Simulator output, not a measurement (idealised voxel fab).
The name of this process module is voxel ribs on slabs.
Each square cell in cross-section cut measures 5 nm, and the section as a whole is 195 nm wide.
Heads up, the way a cross-section reads in here is a grid of square cells, handed over as bands from the top down, with every band being one or more rows of cells.
Heights first: top, then bottom, in nm. Then materials, left to right, each with a width in nm. "everywhere" on a single material: fills the band edge to edge. "empty": empty space.
For the purposes of this specification, 0 denotes the height below which the wafer in its as-received condition is composed wholly of one material, and the lowermost band, lacking a lower limit, extends downward without end, as expressed in "from 0 down".
When a width is written as two numbers, as in "30 to 40", the first number is the width in the top row of cells of the band and the second is the width in its bottom row, and the width changes by the same amount from each row to the next.
A step reported as "no modification" is a step in which no cell of the cross-section changed.
The list in "Closed-off voids" covers empty spaces of 8 cells or more that cannot reach the top through any open way, and it gives each as width x height at distance; the distance is from the left edge, and width, height and distance are in nm.
What comes after the settings on a step's line is commentary from the simulator itself on that step.
Regarding "overlay nm": on a step with a mask, it is the distance the mask lay to the right of its planned place; a negative value places it to the left.

Intended process steps:
1,RECEIVE,material Si
2,DIRECTIONAL_DEP,material SiO2,thk nm 20
3,DIRECTIONAL_DEP,material polySi,thk nm 25
4,PATTERN,tone cover,mask id RIB,material resist,width nm 20,thk nm 15,overlay nm 0
5,DIRECTIONAL_ETCH,etch materials polySi,depth nm 15
6,STRIP,etch materials resist
7,DIRECTIONAL_DEP,material aC,thk nm 10
8,PATTERN,tone cover,mask id SLAB,material resist,width nm 80,thk nm 25,overlay nm 0
9,DIRECTIONAL_ETCH,etch materials aC,depth nm 10
10,STRIP,etch materials resist
11,DIRECTIONAL_ETCH,etch materials polySi,depth nm 10
12,STRIP,etch materials aC
13,FILL_DEP,material SiO2,thk nm 20
14,CMP,height nm 60
15,DIRECTIONAL_DEP,material TiN,thk nm 5
16,PATTERN,tone cover,mask id HEATER,material resist,width nm 30,thk nm 15,overlay nm 0
17,DIRECTIONAL_ETCH,etch materials TiN,depth nm 5
18,STRIP,etch materials resist
19,CONFORMAL_DEP,material SiO2,thk nm 10

Cross-section of the wafer at receipt, which is the condition after step 1:
> from 0 down: Si everywhere
> Closed-off voids: none

Here's the cross-section of the first of our two wafers at the end of the module - it ran as planned:
> from 75 to 70: 70 of empty, then 50 of SiO2, then 75 of empty
> from 70 to 65: SiO2 everywhere
> from 65 to 60: 80 of SiO2, then 30 of TiN, then 85 of SiO2
> from 60 to 45: SiO2 everywhere
> from 45 to 30: 85 of SiO2, then 20 of polySi, then 90 of SiO2
> from 30 to 20: 55 of SiO2, then 80 of polySi, then 60 of SiO2
> from 20 to 0: SiO2 everywhere
> from 0 down: Si everywhere
> Closed-off voids: none

Second wafer of the two, sectioned at the end of the module. It began like the first and followed the same plan, but one mistake was made while running it:
> from 75 to 70: 70 of empty, then 50 of SiO2, then 75 of empty
> from 70 to 65: SiO2 everywhere
> from 65 to 60: 80 of SiO2, then 30 of TiN, then 85 of SiO2
> from 60 to 45: SiO2 everywhere
> from 45 to 40: 85 of SiO2, then 20 of polySi, then 90 of SiO2
> from 40 to 30: 55 of SiO2, then 80 of polySi, then 60 of SiO2
> from 30 to 20: polySi everywhere
> from 20 to 0: SiO2 everywhere
> from 0 down: Si everywhere
> Closed-off voids: none
Deviation noted in wafer processing: planned and actual differ for step 5; actual: DIRECTIONAL_ETCH,etch materials polySi,depth nm 5
Once processing is complete, comparing cell counts shows that the second wafer has more or fewer of certain materials than the first: -70 SiO2; +70 polySi
